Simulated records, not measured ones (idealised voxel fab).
You're looking at the process module voxel ribs on slabs.
Displayed cross-section: cut, width of 300 nm, square cells sized 5 nm.
How to read a cross-section here: the picture is a grid of square cells, written as bands going from the top down, and any band can span one or more rows of cells.
Quick guide to a band line: top height, bottom height (nm) up front; then every material left to right with its width in nm. Only one material and it's marked "throughout"? Then it fills the band edge to edge. And "air" just means empty space.
Heads up on the height convention: 0 is the point under which the incoming wafer is all one material, and the lowest band has no bottom, it just keeps going down, like "0 nm and below".
So if you see something like "30->40" for the width, read it as the top row of the band sitting at the first number and the bottom row at the second, with every row in between moving by the same amount as the last.
Any step labelled "remains unaltered" changed none of the cells in the cross-section.
Heads up: "Closed void list" only lists the empty pockets with no open path to the top that are 8 cells or more, and it writes them as width x height at distance, distance from the left edge, in nm.
On each step's line, the part that comes after the settings is the simulator's own comment on the step.
overlay nm: step with mask; distance mask lay right of planned place; negative value = left of planned place.
### These are the steps we planned for the process
1 RECEIVE,material Si
2 DIRECTIONAL_DEP,material SiO2,thk nm 25
3 DIRECTIONAL_DEP,material SiN,thk nm 15
4 PATTERN,tone cover,mask id RIB,material resist,width nm 25,thk nm 20,overlay nm 0
5 DIRECTIONAL_ETCH,etch materials SiN,depth nm 5
6 STRIP,etch materials resist
7 PATTERN,tone cover,mask id SLAB,material resist,width nm 85,thk nm 15,overlay nm 0
8 DIRECTIONAL_ETCH,etch materials SiN,depth nm 10
9 STRIP,etch materials resist
10 FILL_DEP,material SiO2,thk nm 25
11 CMP,height nm 60
12 DIRECTIONAL_DEP,material W,thk nm 5
13 PATTERN,tone cover,mask id HEATER,material resist,width nm 35,thk nm 15,overlay nm 0
14 DIRECTIONAL_ETCH,etch materials W,depth nm 5
15 STRIP,etch materials resist
16 CONFORMAL_DEP,material SiO2,thk nm 5
### Shown in cross-section is the wafer as received, that is, as it stands after step 1
- 0 nm and below = Si throughout
- Closed void list: none
### Cross-section taken at module completion on the first of two wafers; processed per the plan
- 70 nm to 65 nm = air (125); SiO2 (45); air (130)
- 65 nm to 60 nm = SiO2 (130); W (35); SiO2 (135)
- 60 nm to 40 nm = SiO2 throughout
- 40 nm to 35 nm = SiO2 (135); SiN (25); SiO2 (140)
- 35 nm to 25 nm = SiO2 (105); SiN (85); SiO2 (110)
- 25 nm to 0 nm = SiO2 throughout
- 0 nm and below = Si throughout
- Closed void list: none
### End of module, second wafer, cross-section. Started like the first, planned like the first, run with one mistake
- 70 nm to 65 nm = air (125); SiO2 (45); air (130)
- 65 nm to 60 nm = SiO2 (130); W (35); SiO2 (135)
- 60 nm to 15 nm = SiO2 throughout
- 15 nm to 0 nm = SiN throughout
- 0 nm and below = Si throughout
- Closed void list: none
Plan not followed: a sequencing error occurred in which plan steps 2 and 3 were transposed
Bottom line after processing is that, in cells, the second wafer is up or down on some materials versus the first: 141 more of SiN; 141 fewer of SiO2
